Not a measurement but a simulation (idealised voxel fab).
process module | voxel wiring stack
cross-section cut | 255 nm wide | cells 5 nm
A cross-section is a grid of square cells, given in bands from the top down. A band is one or more rows of cells.
Each band's line starts with the height of the band's top and of its bottom, in nm. Then come its materials from left to right, each with its width in nm. One material with "throughout" fills the band from edge to edge. "air" is empty space.
Height 0 is the level under which the wafer as received is all one material. The lowest band goes on downwards, as in "0 down".
A width such as "30 to 40" changes by the same amount from each row of cells to the next, from the band's top row to its bottom row.
"no change" after a step means that no cell of the cross-section changed.
closed voids: empty space of 8 cells or more with no open way to the top, each as width x height at its distance from the left edge, in nm
after a step's settings: what the simulator itself notes on the step
overlay nm, on a step with a mask: how far to the right of its planned place the mask lay; to the left if negative
plan
1 op RECEIVE | material Si
2 op CONFORMAL_DEP | material SiO2 | thk nm 10
3 op DIRECTIONAL_DEP | material TiN | thk nm 5
4 op DIRECTIONAL_DEP | material Ru | thk nm 25
5 op PATTERN | tone cover | mask id METAL_1 | material resist | width nm 25 | pitch nm 45 | thk nm 20 | overlay nm 0
6 op DIRECTIONAL_ETCH | etch materials Ru | depth nm 25
7 op DIRECTIONAL_ETCH | etch materials TiN | depth nm 5
8 op STRIP | etch materials resist
9 op CONFORMAL_DEP | material SiN | thk nm 5
10 op FILL_DEP | material lowk | thk nm 5
11 op CMP | height nm 40
12 op CONFORMAL_DEP | material SiCN | thk nm 5
13 op DIRECTIONAL_DEP | material lowk | thk nm 25
14 op PATTERN | tone open | mask id METAL_2 | material resist | width nm 25 | pitch nm 45 | thk nm 20 | overlay nm 0
15 op DIRECTIONAL_ETCH | etch materials lowk | depth nm 15
16 op STRIP | etch materials resist
17 op PATTERN | tone open | mask id METAL_2_HOLES | material resist | width nm 15 | pitch nm 45 | thk nm 20 | overlay nm 0
18 op DIRECTIONAL_ETCH | etch materials lowk | depth nm 10
19 op DIRECTIONAL_ETCH | etch materials SiCN | depth nm 5
20 op STRIP | etch materials resist
21 op CONFORMAL_DEP | material TiN | thk nm 5
22 op FILL_DEP | material Cu | thk nm 5
23 op CMP | height nm 70
24 op CONFORMAL_DEP | material SiN | thk nm 5
varied across the wafers: thk nm of step 21. The plan shows the first wafer's value. All wafers start alike
first wafer as received, after step 1
  0 down: Si throughout
  closed voids: none
first wafer at the end, after step 24
  75 to 70: SiN throughout
  70 to 60: lowk 45 | TiN 5 | Cu 15 | TiN 5 | lowk 20 | TiN 5 | Cu 15 | TiN 5 | lowk 20 | TiN 5 | Cu 15 | TiN 5 | lowk 20 | TiN 5 | Cu 15 | TiN 5 | lowk 50
  60 to 55: lowk 45 | TiN 5 | Cu 5 | TiN 15 | lowk 20 | TiN 5 | Cu 5 | TiN 15 | lowk 20 | TiN 5 | Cu 5 | TiN 15 | lowk 20 | TiN 5 | Cu 5 | TiN 15 | lowk 50
  55 to 45: lowk 45 | TiN 5 | Cu 5 | TiN 5 | lowk 30 | TiN 5 | Cu 5 | TiN 5 | lowk 30 | TiN 5 | Cu 5 | TiN 5 | lowk 30 | TiN 5 | Cu 5 | TiN 5 | lowk 60
  45 to 40: SiCN 45 | TiN 15 | SiCN 30 | TiN 15 | SiCN 30 | TiN 15 | SiCN 30 | TiN 15 | SiCN 60
  40 to 15: lowk 40 | SiN 5 | Ru 25 | SiN 5 | lowk 10 | SiN 5 | Ru 25 | SiN 5 | lowk 10 | SiN 5 | Ru 25 | SiN 5 | lowk 10 | SiN 5 | Ru 25 | SiN 5 | lowk 45
  15 to 10: SiN 45 | TiN 25 | SiN 20 | TiN 25 | SiN 20 | TiN 25 | SiN 20 | TiN 25 | SiN 50
  10 to 0: SiO2 throughout
  0 down: Si throughout
  closed voids: none
last wafer at the end
  75 to 70: SiN throughout
  70 to 55: lowk 45 | TiN 25 | lowk 20 | TiN 25 | lowk 20 | TiN 25 | lowk 20 | TiN 25 | lowk 50
  55 to 45: lowk 45 | TiN 15 | lowk 30 | TiN 15 | lowk 30 | TiN 15 | lowk 30 | TiN 15 | lowk 60
  45 to 40: SiCN 45 | TiN 15 | SiCN 30 | TiN 15 | SiCN 30 | TiN 15 | SiCN 30 | TiN 15 | SiCN 60
  40 to 15: lowk 40 | SiN 5 | Ru 25 | SiN 5 | lowk 10 | SiN 5 | Ru 25 | SiN 5 | lowk 10 | SiN 5 | Ru 25 | SiN 5 | lowk 10 | SiN 5 | Ru 25 | SiN 5 | lowk 45
  15 to 10: SiN 45 | TiN 25 | SiN 20 | TiN 25 | SiN 20 | TiN 25 | SiN 20 | TiN 25 | SiN 50
  10 to 0: SiO2 throughout
  0 down: Si throughout
  closed voids: none
each wafer at the end: cells of each material gained (+) or lost (-) since it was received, then its closed voids
thk nm 5 | +36 Cu | +100 Ru | +39 SiCN | +122 SiN | +102 SiO2 | +80 TiN | +286 lowk | closed voids: none
thk nm 10 | +4 Cu | +100 Ru | +39 SiCN | +122 SiN | +102 SiO2 | +112 TiN | +286 lowk | closed voids: none
thk nm 15 | +100 Ru | +39 SiCN | +122 SiN | +102 SiO2 | +116 TiN | +286 lowk | closed voids: none
thk nm 20 | +100 Ru | +39 SiCN | +122 SiN | +102 SiO2 | +116 TiN | +286 lowk | closed voids: none
